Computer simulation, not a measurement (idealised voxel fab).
voxel double patterning: a process module
FYI the section here is cut, 255 nm wide, cells are 5 nm squares.
Heads up, the way a cross-section reads in here is a grid of square cells, handed over as bands from the top down, with every band being one or more rows of cells. Top, bottom (nm), then materials left to right with widths (nm); lone material tagged "everywhere" fills the whole band edge to edge; "air" = empty space. Heights are reckoned from 0. Under this level, the received wafer is all of one material. The bottommost band is open-ended downward, for example "0 down". So if you see something like "30..40" for the width, read it as the top row of the band sitting at the first number and the bottom row at the second, with every row in between moving by the same amount as the last. The designation "no change occurred", where it is given for a processing step, indicates that no cell of the cross-section was altered in the course of that step. Cavities, closed: empty space of 8 cells or more with no open way to the top, each as width x height at its distance from the left edge, in nm. after a step's settings: what the simulator itself notes on the step. overlay nm: step with mask; distance mask lay right of planned place; negative value = left of planned place.
These are the steps we planned for the process
1. RECEIVE: material Si
2. CONFORMAL_DEP: material SiO2, thk nm 5
3. DIRECTIONAL_DEP: material W, thk nm 15
4. DIRECTIONAL_DEP: material SiCN, thk nm 10
5. DIRECTIONAL_DEP: material aC, thk nm 15
6. PATTERN: tone open, mask id FIRST, material resist, width nm 15, pitch nm 50, thk nm 30, overlay nm 0
7. DIRECTIONAL_ETCH: etch materials aC, depth nm 15
8. STRIP: etch materials resist
9. DIRECTIONAL_ETCH: etch materials SiCN, depth nm 10
10. STRIP: etch materials aC
11. PATTERN: tone open, mask id SECOND, material resist, width nm 15, thk nm 20, overlay nm 0
12. DIRECTIONAL_ETCH: etch materials SiCN, depth nm 10
13. STRIP: etch materials resist
14. DIRECTIONAL_ETCH: etch materials W, depth nm 15
15. STRIP: etch materials SiCN
So this is the incoming wafer in cross-section - it's already been through step 1
- 0 down: Si everywhere
- Cavities, closed: none
End-of-module XS, first of two wafers, run as planned
- 20 to 5: W 95 | air 15 | W 10 | air 15 | W 10 | air 15 | W 95
- 5 to 0: SiO2 everywhere
- 0 down: Si everywhere
- Cavities, closed: none
Cross-sectional view of the second of two wafers upon completion of the module. This wafer shared its starting condition and process plan with the first; one error was made during its execution
- 20 to 5: air 95 | W 15 | air 35 | W 15 | air 95
- 5 to 0: SiO2 everywhere
- 0 down: Si everywhere
- Cavities, closed: none
Error vs. plan: step 6 was run on a setting that differed from the plan, and what really ran there is PATTERN: tone cover, mask id FIRST, material resist, width nm 15, pitch nm 50, thk nm 30, overlay nm 0
The second wafer ends with more or fewer cells of some materials than the first, per final count: W -108
